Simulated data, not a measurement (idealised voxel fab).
Process module in this document: voxel quadruple lines
170 nm wide, 5 nm square cells: that's cross-section cut.
We lay out every cross-section as a grid of square cells and spell it out in bands from the top down, where one band means one or more rows of cells. Basically the band line says how high the top is and how high the bottom is, in nm, and then what's in it from left to right, every material with its width in nm. Empty space shows up as "blank", and if a single material carries "throughout" it runs the full band edge to edge. For the purposes of this specification, 0 denotes the height below which the wafer in its as-received condition is composed wholly of one material, and the lowermost band, lacking a lower limit, extends downward without end, as expressed in "0..down". The notation "30 to 40" denotes a width that varies across the rows of cells in the band, beginning at the first number in the top row, finishing at the second number in the bottom row, and changing by an identical amount from each row to the next. Any step labelled "remained the same" changed none of the cells in the cross-section. Any empty space of 8 cells or more lacking an open way to the top shows up in "Non-vented voids" as width x height at distance, distance from the left edge, in nm. What comes after the settings on a step's line is commentary from the simulator itself on that step. The line of a step may include "overlay nm". On a step with a mask, this value is how far to the right of its planned place the mask lay. A negative value means the mask lay to the left.
**Planned process steps**
1,RECEIVE,material Si
2,CONFORMAL_DEP,material Al2O3,thk nm 5
3,DIRECTIONAL_DEP,material W,thk nm 10
4,DIRECTIONAL_DEP,material polySi,thk nm 15
5,DIRECTIONAL_DEP,material aC,thk nm 25
6,PATTERN,tone cover,mask id MANDREL,material resist,width nm 30,thk nm 35,overlay nm 0
7,DIRECTIONAL_ETCH,etch materials aC,depth nm 25
8,STRIP,etch materials resist
9,CONFORMAL_DEP,material SiO2,thk nm 10
10,DIRECTIONAL_ETCH,etch materials SiO2,depth nm 10
11,STRIP,etch materials aC
12,DIRECTIONAL_ETCH,etch materials polySi,depth nm 15
13,STRIP,etch materials SiO2
14,CONFORMAL_DEP,material SiCN,thk nm 10
15,DIRECTIONAL_ETCH,etch materials SiCN,depth nm 10
16,STRIP,etch materials polySi
17,DIRECTIONAL_ETCH,etch materials W,depth nm 10
18,STRIP,etch materials SiCN
19,FILL_DEP,material lowk,thk nm 10
20,CMP,height nm 15
**Below: the first of two wafers, run as planned**
**Step 1 complete: cross-section of the wafer as received**
    0..down: Si throughout
    Non-vented voids: none
**After step 2, in cross-section**
    5..0: Al2O3 throughout
    Below a height of 0, the structure has not been altered.
**After step 3, in cross-section**
    15..5: W throughout
    Below a height of 5, the structure has not been altered.
**After step 4, in cross-section**
    30..15: polySi throughout
    Below a height of 15, the structure has not been altered.
**After step 5, in cross-section**
    55..30: aC throughout
    Below a height of 30, the structure has not been altered.
**After step 6, in cross-section**
    90..55: 70 blank / 30 resist / 70 blank
    Below a height of 55, the structure has not been altered.
**After step 7, in cross-section**
    65..55: 70 blank / 30 resist / 70 blank
    55..30: 70 blank / 30 aC / 70 blank
    Below a height of 30, the structure has not been altered.
**After step 8, in cross-section**
    55..30: 70 blank / 30 aC / 70 blank
    Below a height of 30, the structure has not been altered.
**After step 9, in cross-section**
    65..55: 60 blank / 50 SiO2 / 60 blank
    55..40: 60 blank / 10 SiO2 / 30 aC / 10 SiO2 / 60 blank
    40..30: 70 SiO2 / 30 aC / 70 SiO2
    Below a height of 30, the structure has not been altered.
**After step 10, in cross-section**
    55..30: 60 blank / 10 SiO2 / 30 aC / 10 SiO2 / 60 blank
    Below a height of 30, the structure has not been altered.
**After step 11, in cross-section**
    55..30: 60 blank / 10 SiO2 / 30 blank / 10 SiO2 / 60 blank
    Below a height of 30, the structure has not been altered.
**After step 12, in cross-section**
    55..30: 60 blank / 10 SiO2 / 30 blank / 10 SiO2 / 60 blank
    30..15: 60 blank / 10 polySi / 30 blank / 10 polySi / 60 blank
    Below a height of 15, the structure has not been altered.
**After step 13, in cross-section**
    30..15: 60 blank / 10 polySi / 30 blank / 10 polySi / 60 blank
    Below a height of 15, the structure has not been altered.
**After step 14, in cross-section**
    40..30: 50 blank / 30 SiCN / 10 blank / 30 SiCN / 50 blank
    30..25: 50 blank / 10 SiCN / 10 polySi / 10 SiCN / 10 blank / 10 SiCN / 10 polySi / 10 SiCN / 50 blank
    25..15: 60 SiCN / 10 polySi / 30 SiCN / 10 polySi / 60 SiCN
    Below a height of 15, the structure has not been altered.
**After step 15, in cross-section**
    30..15: 50 blank / 10 SiCN / 10 polySi / 10 SiCN / 10 blank / 10 SiCN / 10 polySi / 10 SiCN / 50 blank
    Below a height of 15, the structure has not been altered.
**After step 16, in cross-section**
    30..15: 50 blank / 10 SiCN / 10 blank / 10 SiCN / 10 blank / 10 SiCN / 10 blank / 10 SiCN / 50 blank
    Below a height of 15, the structure has not been altered.
**After step 17, in cross-section**
    30..15: 50 blank / 10 SiCN / 10 blank / 10 SiCN / 10 blank / 10 SiCN / 10 blank / 10 SiCN / 50 blank
    15..5: 50 blank / 10 W / 10 blank / 10 W / 10 blank / 10 W / 10 blank / 10 W / 50 blank
    Below a height of 5, the structure has not been altered.
**After step 18, in cross-section**
    15..5: 50 blank / 10 W / 10 blank / 10 W / 10 blank / 10 W / 10 blank / 10 W / 50 blank
    Below a height of 5, the structure has not been altered.
**After step 19, in cross-section**
    25..15: lowk throughout
    15..5: 50 lowk / 10 W / 10 lowk / 10 W / 10 lowk / 10 W / 10 lowk / 10 W / 50 lowk
    Below a height of 5, the structure has not been altered.
**After step 20, in cross-section**
    15..5: 50 lowk / 10 W / 10 lowk / 10 W / 10 lowk / 10 W / 10 lowk / 10 W / 50 lowk
    Below a height of 5, the structure has not been altered.
**Notes, second wafer: start = first wafer's, plan = first wafer's, execution had one mistake; history identical to first through step 18**
**Cross-sectional view of the second wafer at the intended end time of process step 19**
    25..15: SiO2 throughout
    15..5: 50 SiO2 / 10 W / 10 SiO2 / 10 W / 10 SiO2 / 10 W / 10 SiO2 / 10 W / 50 SiO2
    Below a height of 5, the structure has not been altered.
**Cross-sectional view of the second wafer at the intended end time of process step 20**
    15..5: 50 SiO2 / 10 W / 10 SiO2 / 10 W / 10 SiO2 / 10 W / 10 SiO2 / 10 W / 50 SiO2
    Below a height of 5, the structure has not been altered.
Diagnosis: so step 19 ended up running with a different setting than we planned, it ran as FILL_DEP,material SiO2,thk nm 10
Cell-count delta at end, second wafer over first, by material: SiO2 +52; lowk -52
